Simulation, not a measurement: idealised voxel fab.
Process module name: voxel ribs on slabs
Section cut is 235 nm wide and gridded with 5 nm square cells.
Cross-section = grid of square cells, listed top down in bands; band = one or more rows.
Within each band entry, the heights of the top and of the bottom of the band appear first, in that order and in nm; the materials of the band then follow from left to right, each with its corresponding width in nm. The designation "everywhere" on a single material indicates that it fills the band from edge to edge; the designation "air" indicates empty space.
Beneath 0, the wafer as received is one material, and that level is where height counting begins. The lowest band goes on downward without a bottom; it is written like "0 -> down".
Top row gets the first number, bottom row gets the second, and each row in between changes by the same step: that is how a band width like "30->40" works.
"remains unaltered" after a step means that no cell of the cross-section changed.
Empty spaces counting at least 8 cells and having no open way to the top are listed in "Closed internal voids". The notation width x height at distance is used for each, the distance being from the left edge and all three values in nm.
Heads up: the bit after the settings on a step's line is the simulator's remark on that step.
"overlay nm" answers the question of how far to the right of plan the mask lay on a step that has a mask, and when it is negative the answer is to the left.
INTENDED PROCESS STEPS
- 1: RECEIVE with material Si
- 2: DIRECTIONAL_DEP with material SiO2, thk nm 25
- 3: DIRECTIONAL_DEP with material polySi, thk nm 25
- 4: DIRECTIONAL_DEP with material aC, thk nm 15
- 5: PATTERN with tone cover, mask id RIB, material resist, width nm 30, thk nm 35, overlay nm 0
- 6: DIRECTIONAL_ETCH with etch materials aC, depth nm 15
- 7: STRIP with etch materials resist
- 8: DIRECTIONAL_ETCH with etch materials polySi, depth nm 5
- 9: STRIP with etch materials aC
- 10: PATTERN with tone cover, mask id SLAB, material resist, width nm 90, thk nm 20, overlay nm 0
- 11: DIRECTIONAL_ETCH with etch materials polySi, depth nm 20
- 12: STRIP with etch materials resist
- 13: FILL_DEP with material SiO2, thk nm 30
- 14: CMP with height nm 70
- 15: DIRECTIONAL_DEP with material W, thk nm 10
- 16: DIRECTIONAL_DEP with material aC, thk nm 10
- 17: PATTERN with tone cover, mask id HEATER, material resist, width nm 40, thk nm 25, overlay nm 0
- 18: DIRECTIONAL_ETCH with etch materials aC, depth nm 10
- 19: STRIP with etch materials resist
- 20: DIRECTIONAL_ETCH with etch materials W, depth nm 10
- 21: STRIP with etch materials aC
- 22: CONFORMAL_DEP with material SiO2, thk nm 5
WAFER, FIRST OF TWO, RUN AS PLANNED
DELIVERED WAFER IN CROSS-SECTION: STATE AFTER STEP 1
> 0 -> down: Si everywhere
> Closed internal voids: none
AFTER STEP 2, IN CROSS-SECTION
> 25 -> 0: SiO2 everywhere
> Whatever lies below 0 is exactly as it was before.
AFTER STEP 3, IN CROSS-SECTION
> 50 -> 25: polySi everywhere
> Whatever lies below 25 is exactly as it was before.
AFTER STEP 4, IN CROSS-SECTION
> 65 -> 50: aC everywhere
> Whatever lies below 50 is exactly as it was before.
AFTER STEP 5, IN CROSS-SECTION
> 100 -> 65: 100 air | 30 resist | 105 air
> Whatever lies below 65 is exactly as it was before.
AFTER STEP 6, IN CROSS-SECTION
> 85 -> 65: 100 air | 30 resist | 105 air
> 65 -> 50: 100 air | 30 aC | 105 air
> Whatever lies below 50 is exactly as it was before.
AFTER STEP 7, IN CROSS-SECTION
> 65 -> 50: 100 air | 30 aC | 105 air
> Whatever lies below 50 is exactly as it was before.
AFTER STEP 8, IN CROSS-SECTION
> 65 -> 50: 100 air | 30 aC | 105 air
> 50 -> 45: 100 air | 30 polySi | 105 air
> Whatever lies below 45 is exactly as it was before.
AFTER STEP 9, IN CROSS-SECTION
> 50 -> 45: 100 air | 30 polySi | 105 air
> Whatever lies below 45 is exactly as it was before.
AFTER STEP 10, IN CROSS-SECTION
> 70 -> 50: 70 air | 90 resist | 75 air
> 50 -> 45: 70 air | 30 resist | 30 polySi | 30 resist | 75 air
> Whatever lies below 45 is exactly as it was before.
AFTER STEP 11, IN CROSS-SECTION
> 70 -> 50: 70 air | 90 resist | 75 air
> 50 -> 45: 70 air | 30 resist | 30 polySi | 30 resist | 75 air
> 45 -> 25: 70 air | 90 polySi | 75 air
> Whatever lies below 25 is exactly as it was before.
AFTER STEP 12, IN CROSS-SECTION
> 50 -> 45: 100 air | 30 polySi | 105 air
> Whatever lies below 45 is exactly as it was before.
AFTER STEP 13, IN CROSS-SECTION
> 80 -> 50: SiO2 everywhere
> 50 -> 45: 100 SiO2 | 30 polySi | 105 SiO2
> 45 -> 25: 70 SiO2 | 90 polySi | 75 SiO2
> Whatever lies below 25 is exactly as it was before.
AFTER STEP 14, IN CROSS-SECTION
> 70 -> 50: SiO2 everywhere
> Whatever lies below 50 is exactly as it was before.
AFTER STEP 15, IN CROSS-SECTION
> 80 -> 70: W everywhere
> Whatever lies below 70 is exactly as it was before.
AFTER STEP 16, IN CROSS-SECTION
> 90 -> 80: aC everywhere
> Whatever lies below 80 is exactly as it was before.
AFTER STEP 17, IN CROSS-SECTION
> 115 -> 90: 95 air | 40 resist | 100 air
> Whatever lies below 90 is exactly as it was before.
AFTER STEP 18, IN CROSS-SECTION
> 105 -> 90: 95 air | 40 resist | 100 air
> 90 -> 80: 95 air | 40 aC | 100 air
> Whatever lies below 80 is exactly as it was before.
AFTER STEP 19, IN CROSS-SECTION
> 90 -> 80: 95 air | 40 aC | 100 air
> Whatever lies below 80 is exactly as it was before.
AFTER STEP 20, IN CROSS-SECTION
> 90 -> 80: 95 air | 40 aC | 100 air
> 80 -> 70: 95 air | 40 W | 100 air
> Whatever lies below 70 is exactly as it was before.
AFTER STEP 21, IN CROSS-SECTION
> 80 -> 70: 95 air | 40 W | 100 air
> Whatever lies below 70 is exactly as it was before.
AFTER STEP 22, IN CROSS-SECTION
> 85 -> 80: 90 air | 50 SiO2 | 95 air
> 80 -> 75: 90 air | 5 SiO2 | 40 W | 5 SiO2 | 95 air
> 75 -> 70: 95 SiO2 | 40 W | 100 SiO2
> Whatever lies below 70 is exactly as it was before.
HERE THE SECOND WAFER IS DESCRIBED. ITS START AND ITS PLAN WERE THOSE OF THE FIRST WAFER. ITS RUN CONTAINED ONE MISTAKE. UP TO AND INCLUDING STEP 9, IT DID EXACTLY WHAT THE FIRST WAFER DID
CROSS-SECTIONAL VIEW OF THE SECOND WAFER AT THE INTENDED END TIME OF PROCESS STEP 10
> 70 -> 50: 70 air | 95 resist | 70 air
> 50 -> 45: 70 air | 30 resist | 30 polySi | 35 resist | 70 air
> Whatever lies below 45 is exactly as it was before.
CROSS-SECTIONAL VIEW OF THE SECOND WAFER AT THE INTENDED END TIME OF PROCESS STEP 11
> 70 -> 50: 70 air | 95 resist | 70 air
> 50 -> 45: 70 air | 30 resist | 30 polySi | 35 resist | 70 air
> 45 -> 25: 70 air | 95 polySi | 70 air
> Whatever lies below 25 is exactly as it was before.
CROSS-SECTIONAL VIEW OF THE SECOND WAFER AT THE INTENDED END TIME OF PROCESS STEP 12
> 50 -> 45: 100 air | 30 polySi | 105 air
> Whatever lies below 45 is exactly as it was before.
CROSS-SECTIONAL VIEW OF THE SECOND WAFER AT THE INTENDED END TIME OF PROCESS STEP 13
> 80 -> 50: SiO2 everywhere
> 50 -> 45: 100 SiO2 | 30 polySi | 105 SiO2
> 45 -> 25: 70 SiO2 | 95 polySi | 70 SiO2
> Whatever lies below 25 is exactly as it was before.
CROSS-SECTIONAL VIEW OF THE SECOND WAFER AT THE INTENDED END TIME OF PROCESS STEP 14
> 70 -> 50: SiO2 everywhere
> Whatever lies below 50 is exactly as it was before.
CROSS-SECTIONAL VIEW OF THE SECOND WAFER AT THE INTENDED END TIME OF PROCESS STEP 15
> 80 -> 70: W everywhere
> Whatever lies below 70 is exactly as it was before.
CROSS-SECTIONAL VIEW OF THE SECOND WAFER AT THE INTENDED END TIME OF PROCESS STEP 16
> 90 -> 80: aC everywhere
> Whatever lies below 80 is exactly as it was before.
CROSS-SECTIONAL VIEW OF THE SECOND WAFER AT THE INTENDED END TIME OF PROCESS STEP 17
> 115 -> 90: 95 air | 40 resist | 100 air
> Whatever lies below 90 is exactly as it was before.
CROSS-SECTIONAL VIEW OF THE SECOND WAFER AT THE INTENDED END TIME OF PROCESS STEP 18
> 105 -> 90: 95 air | 40 resist | 100 air
> 90 -> 80: 95 air | 40 aC | 100 air
> Whatever lies below 80 is exactly as it was before.
CROSS-SECTIONAL VIEW OF THE SECOND WAFER AT THE INTENDED END TIME OF PROCESS STEP 19
> 90 -> 80: 95 air | 40 aC | 100 air
> Whatever lies below 80 is exactly as it was before.
CROSS-SECTIONAL VIEW OF THE SECOND WAFER AT THE INTENDED END TIME OF PROCESS STEP 20
> 90 -> 80: 95 air | 40 aC | 100 air
> 80 -> 70: 95 air | 40 W | 100 air
> Whatever lies below 70 is exactly as it was before.
CROSS-SECTIONAL VIEW OF THE SECOND WAFER AT THE INTENDED END TIME OF PROCESS STEP 21
> 80 -> 70: 95 air | 40 W | 100 air
> Whatever lies below 70 is exactly as it was before.
CROSS-SECTIONAL VIEW OF THE SECOND WAFER AT THE INTENDED END TIME OF PROCESS STEP 22
> 85 -> 80: 90 air | 50 SiO2 | 95 air
> 80 -> 75: 90 air | 5 SiO2 | 40 W | 5 SiO2 | 95 air
> 75 -> 70: 95 SiO2 | 40 W | 100 SiO2
> Whatever lies below 70 is exactly as it was before.
What was done differently from what was planned? step 10 changed vs plan, executed as PATTERN with tone cover, mask id SLAB, material resist, width nm 95, thk nm 20, overlay nm 0
at the end the second wafer has, in cells: SiO2: 4 fewer | polySi: 4 more
